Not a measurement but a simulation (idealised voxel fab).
The name of this process module is voxel self aligned vias.
Section cut is 240 nm wide and gridded with 5 nm square cells.
Cross-section layout: square cells on a grid; listed as bands, top to bottom; a band spans one or more cell rows. Band entry format. Leading values: height of top, height of bottom, nm. Remainder: materials in left-to-right order, each with its width in nm. Special words: "throughout" on a single material, which then fills the band edge to edge; "air", empty space. Note: height 0 marks the level under which the wafer is uniformly one material as received. Lowest band unbounded below, written "0 -> down". Quick explanation for "30->40": the width changes in equal steps down the rows of cells, from the first number in the band's top row to the second number in its bottom row. The designation "everything unchanged", where it is given for a processing step, indicates that no cell of the cross-section was altered in the course of that step. Reported under the label "Closed internal voids" are the empty spaces having no open way to the top and comprising 8 cells or more; the notation for each is width x height at distance, in which the distance is measured from the left edge and all three values are in nm. Whatever follows a step's settings on its line is a remark the simulator itself makes about that step. The "overlay nm" setting may appear on a step's line; for a step that uses a mask, it gives how far to the right of its planned position the mask lay, and a negative value indicates the left.

THESE ARE THE STEPS WE PLANNED FOR THE PROCESS
| 1 | RECEIVE with material Si |
| 2 | CONFORMAL_DEP with material SiO2, thk nm 10 |
| 3 | CONFORMAL_DEP with material SiCN, thk nm 5 |
| 4 | DIRECTIONAL_DEP with material lowk, thk nm 25 |
| 5 | PATTERN with tone open, mask id LINES, material resist, width nm 25, pitch nm 60, thk nm 20, overlay nm 0 |
| 6 | DIRECTIONAL_ETCH with etch materials lowk, depth nm 25 |
| 7 | STRIP with etch materials resist |
| 8 | CONFORMAL_DEP with material TiN, thk nm 5 |
| 9 | FILL_DEP with material W, thk nm 5 |
| 10 | CMP with height nm 40 |
| 11 | SELECTIVE_ETCH with etch materials W Ru TiN, depth nm 10 |
| 12 | FILL_DEP with material SiN, thk nm 10 |
| 13 | CMP with height nm 40 |
| 14 | DIRECTIONAL_DEP with material lowk, thk nm 20 |
| 15 | DIRECTIONAL_DEP with material aC, thk nm 10 |
| 16 | PATTERN with tone open, mask id VIAS, material resist, width nm 35, pitch nm 120, thk nm 30, overlay nm 0 |
| 17 | DIRECTIONAL_ETCH with etch materials aC, depth nm 10 |
| 18 | STRIP with etch materials resist |
| 19 | DIRECTIONAL_ETCH with etch materials lowk, depth nm 20 |
| 20 | DIRECTIONAL_ETCH with etch materials SiN, depth nm 10 |
| 21 | STRIP with etch materials aC |
| 22 | CONFORMAL_DEP with material TiN, thk nm 5 |
| 23 | FILL_DEP with material Cu, thk nm 5 |
| 24 | CMP with height nm 60 |
| 25 | CONFORMAL_DEP with material SiN, thk nm 5 |
Don't read the plan's width nm for step 16 as applying to every wafer: that's the first wafer's value, and the wafers differ in it, though they all start identical.

RECEIVED CONDITION OF THE FIRST OF SEVERAL WAFERS, SECTIONED: POST-STEP 1
* 0 -> down = Si throughout
* Closed internal voids: none

WAFER ROWS, END OF MODULE: CELLS PER MATERIAL GAINED (+) OR LOST (-) SINCE RECEIPT; CLOSED VOIDS LAST
width nm 35, +42 Cu, +48 SiCN, +58 SiN, +96 SiO2, +61 TiN, +18 W, +301 lowk, Closed internal voids: none
width nm 40, +48 Cu, +48 SiCN, +58 SiN, +96 SiO2, +63 TiN, +18 W, +293 lowk, Closed internal voids: none
width nm 45, +54 Cu, +48 SiCN, +58 SiN, +96 SiO2, +65 TiN, +18 W, +285 lowk, Closed internal voids: none
width nm 50, +60 Cu, +48 SiCN, +58 SiN, +96 SiO2, +67 TiN, +18 W, +277 lowk, Closed internal voids: none
width nm 55, +66 Cu, +48 SiCN, +58 SiN, +96 SiO2, +69 TiN, +18 W, +269 lowk, Closed internal voids: none
width nm 60, +72 Cu, +48 SiCN, +58 SiN, +96 SiO2, +71 TiN, +18 W, +261 lowk, Closed internal voids: none
